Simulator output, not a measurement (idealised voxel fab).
process module | voxel air gaps
It is cross-section cut that appears here, measuring 225 nm in width, its square cells being 5 nm in size.
Notation: cross-section as square-cell grid; stated in bands, top first, going down; one or more cell rows per band.
The band entry comprises the height of the band's top followed by the height of its bottom, expressed in nm, and subsequently the band's materials from left to right, each stated together with its width in nm. Where a single material is marked with the word "everywhere", that material fills the band from edge to edge. The word "blank" represents empty space.
Where do heights start? At 0: under that level the wafer as delivered is made of one material only. And the lowest band has no floor; it just carries on downward, as in "0 down".
Note: "30 to 40" means the width goes from the first number (top row of the band) to the second number (bottom row) in equal steps per row of cells.
You'll sometimes find "left unchanged" written for a step, and that's the way of saying that nowhere in the cross-section did a cell change during that step.
"Fully closed voids": empty spaces of 8 cells or more with no open way to the top, each given as width x height at distance, distance from the left edge, all in nm.
On a step's line, text after the settings is the simulator commenting on that step.
overlay nm: on a step with a mask, how far right of its planned place the mask lay; negative means left.
### Planned step list for the process
step 1: RECEIVE: material Si
step 2: CONFORMAL_DEP: material SiO2, thk nm 10
step 3: CONFORMAL_DEP: material SiCN, thk nm 5
step 4: DIRECTIONAL_DEP: material SiO2, thk nm 40
step 5: PATTERN: tone open, mask id LINES, material resist, width nm 20, pitch nm 45, thk nm 15, overlay nm 0
step 6: DIRECTIONAL_ETCH: etch materials SiO2, depth nm 40
step 7: STRIP: etch materials resist
step 8: CONFORMAL_DEP: material TiN, thk nm 5
step 9: FILL_DEP: material W, thk nm 10
step 10: CMP: height nm 55
step 11: EPI: material Ru, thk nm 10
step 12: SELECTIVE_ETCH: etch materials SiO2, depth nm 50
step 13: CONFORMAL_DEP: material SiCN, thk nm 5
### First wafer of two (run as planned)
### Wafer as received: cross-section following step 1
- 0 down | Si everywhere
- Fully closed voids: none
### Cross-section through the wafer, step 2 finished
- 10 to 0 | SiO2 everywhere
- Nothing below the height 0 has changed.
### Cross-section through the wafer, step 3 finished
- 15 to 10 | SiCN everywhere
- Nothing below the height 10 has changed.
### Cross-section through the wafer, step 4 finished
- 55 to 15 | SiO2 everywhere
- Nothing below the height 15 has changed.
### Cross-section through the wafer, step 5 finished
- 70 to 55 | resist 55 nm  blank 20 nm  resist 25 nm  blank 20 nm  resist 25 nm  blank 20 nm  resist 60 nm
- Nothing below the height 55 has changed.
### Cross-section through the wafer, step 6 finished
- 70 to 55 | resist 55 nm  blank 20 nm  resist 25 nm  blank 20 nm  resist 25 nm  blank 20 nm  resist 60 nm
- 55 to 15 | SiO2 55 nm  blank 20 nm  SiO2 25 nm  blank 20 nm  SiO2 25 nm  blank 20 nm  SiO2 60 nm
- Nothing below the height 15 has changed.
### Cross-section through the wafer, step 7 finished
- 55 to 15 | SiO2 55 nm  blank 20 nm  SiO2 25 nm  blank 20 nm  SiO2 25 nm  blank 20 nm  SiO2 60 nm
- Nothing below the height 15 has changed.
### Cross-section through the wafer, step 8 finished
- 60 to 55 | TiN 60 nm  blank 10 nm  TiN 35 nm  blank 10 nm  TiN 35 nm  blank 10 nm  TiN 65 nm
- 55 to 20 | SiO2 55 nm  TiN 5 nm  blank 10 nm  TiN 5 nm  SiO2 25 nm  TiN 5 nm  blank 10 nm  TiN 5 nm  SiO2 25 nm  TiN 5 nm  blank 10 nm  TiN 5 nm  SiO2 60 nm
- 20 to 15 | SiO2 55 nm  TiN 20 nm  SiO2 25 nm  TiN 20 nm  SiO2 25 nm  TiN 20 nm  SiO2 60 nm
- Nothing below the height 15 has changed.
### Cross-section through the wafer, step 9 finished
- 70 to 60 | W everywhere
- 60 to 55 | TiN 60 nm  W 10 nm  TiN 35 nm  W 10 nm  TiN 35 nm  W 10 nm  TiN 65 nm
- 55 to 20 | SiO2 55 nm  TiN 5 nm  W 10 nm  TiN 5 nm  SiO2 25 nm  TiN 5 nm  W 10 nm  TiN 5 nm  SiO2 25 nm  TiN 5 nm  W 10 nm  TiN 5 nm  SiO2 60 nm
- Nothing below the height 20 has changed.
### Cross-section through the wafer, step 10 finished
- 55 to 20 | SiO2 55 nm  TiN 5 nm  W 10 nm  TiN 5 nm  SiO2 25 nm  TiN 5 nm  W 10 nm  TiN 5 nm  SiO2 25 nm  TiN 5 nm  W 10 nm  TiN 5 nm  SiO2 60 nm
- Nothing below the height 20 has changed.
### Cross-section through the wafer, step 11 finished
- 65 to 55 | blank 45 nm  Ru 40 nm  blank 5 nm  Ru 40 nm  blank 5 nm  Ru 40 nm  blank 50 nm
- Nothing below the height 55 has changed.
### Cross-section through the wafer, step 12 finished
- 65 to 55 | blank 45 nm  Ru 40 nm  blank 5 nm  Ru 40 nm  blank 5 nm  Ru 40 nm  blank 50 nm
- 55 to 20 | blank 55 nm  TiN 5 nm  W 10 nm  TiN 5 nm  blank 25 nm  TiN 5 nm  W 10 nm  TiN 5 nm  blank 25 nm  TiN 5 nm  W 10 nm  TiN 5 nm  blank 60 nm
- 20 to 15 | blank 55 nm  TiN 20 nm  blank 25 nm  TiN 20 nm  blank 25 nm  TiN 20 nm  blank 60 nm
- Nothing below the height 15 has changed.
### Cross-section through the wafer, step 13 finished
- 70 to 65 | blank 40 nm  SiCN 140 nm  blank 45 nm
- 65 to 55 | blank 40 nm  SiCN 5 nm  Ru 40 nm  SiCN 5 nm  Ru 40 nm  SiCN 5 nm  Ru 40 nm  SiCN 5 nm  blank 45 nm
- 55 to 50 | blank 40 nm  SiCN 15 nm  TiN 5 nm  W 10 nm  TiN 5 nm  SiCN 25 nm  TiN 5 nm  W 10 nm  TiN 5 nm  SiCN 25 nm  TiN 5 nm  W 10 nm  TiN 5 nm  SiCN 15 nm  blank 45 nm
- 50 to 20 | blank 50 nm  SiCN 5 nm  TiN 5 nm  W 10 nm  TiN 5 nm  SiCN 5 nm  blank 15 nm  SiCN 5 nm  TiN 5 nm  W 10 nm  TiN 5 nm  SiCN 5 nm  blank 15 nm  SiCN 5 nm  TiN 5 nm  W 10 nm  TiN 5 nm  SiCN 5 nm  blank 55 nm
- 20 to 15 | SiCN 55 nm  TiN 20 nm  SiCN 25 nm  TiN 20 nm  SiCN 25 nm  TiN 20 nm  SiCN 60 nm
- Nothing below the height 15 has changed.
- Fully closed voids: 15 x 30 at 80; 15 x 30 at 125
### The remaining wafer, second of the two, started like the first and was run to the same plan, except that one mistake was made along the way; the two coincide through step 4, inclusive
### Planned end of step 5: second wafer, cross-section
- 70 to 55 | blank 55 nm  resist 20 nm  blank 25 nm  resist 20 nm  blank 25 nm  resist 20 nm  blank 60 nm
- Nothing below the height 55 has changed.
### Planned end of step 6: second wafer, cross-section
- 70 to 55 | blank 55 nm  resist 20 nm  blank 25 nm  resist 20 nm  blank 25 nm  resist 20 nm  blank 60 nm
- 55 to 15 | blank 55 nm  SiO2 20 nm  blank 25 nm  SiO2 20 nm  blank 25 nm  SiO2 20 nm  blank 60 nm
- Nothing below the height 15 has changed.
### Planned end of step 7: second wafer, cross-section
- 55 to 15 | blank 55 nm  SiO2 20 nm  blank 25 nm  SiO2 20 nm  blank 25 nm  SiO2 20 nm  blank 60 nm
- Nothing below the height 15 has changed.
### Planned end of step 8: second wafer, cross-section
- 60 to 55 | blank 50 nm  TiN 30 nm  blank 15 nm  TiN 30 nm  blank 15 nm  TiN 30 nm  blank 55 nm
- 55 to 20 | blank 50 nm  TiN 5 nm  SiO2 20 nm  TiN 5 nm  blank 15 nm  TiN 5 nm  SiO2 20 nm  TiN 5 nm  blank 15 nm  TiN 5 nm  SiO2 20 nm  TiN 5 nm  blank 55 nm
- 20 to 15 | TiN 55 nm  SiO2 20 nm  TiN 25 nm  SiO2 20 nm  TiN 25 nm  SiO2 20 nm  TiN 60 nm
- Nothing below the height 15 has changed.
### Planned end of step 9: second wafer, cross-section
- 70 to 60 | W everywhere
- 60 to 55 | W 50 nm  TiN 30 nm  W 15 nm  TiN 30 nm  W 15 nm  TiN 30 nm  W 55 nm
- 55 to 20 | W 50 nm  TiN 5 nm  SiO2 20 nm  TiN 5 nm  W 15 nm  TiN 5 nm  SiO2 20 nm  TiN 5 nm  W 15 nm  TiN 5 nm  SiO2 20 nm  TiN 5 nm  W 55 nm
- Nothing below the height 20 has changed.
### Planned end of step 10: second wafer, cross-section
- 55 to 20 | W 50 nm  TiN 5 nm  SiO2 20 nm  TiN 5 nm  W 15 nm  TiN 5 nm  SiO2 20 nm  TiN 5 nm  W 15 nm  TiN 5 nm  SiO2 20 nm  TiN 5 nm  W 55 nm
- Nothing below the height 20 has changed.
### Planned end of step 11: second wafer, cross-section
- 65 to 55 | Ru everywhere
- Nothing below the height 55 has changed.
Planned end of step 12: second wafer, cross-section: left unchanged
### Planned end of step 13: second wafer, cross-section
- 70 to 65 | SiCN everywhere
- Nothing below the height 65 has changed.
Which mistake was made when the wafer was run? step 5, actual vs plan mismatch, actual run PATTERN: tone cover, mask id LINES, material resist, width nm 20, pitch nm 45, thk nm 15, overlay nm 0
End check, counted in cells, second wafer has more or fewer of these materials than the first: Ru +42 | SiCN -76 | SiO2 +96 | TiN +21 | W +147
Wafer, first: 2 closed voids at end. Wafer, second: 0.
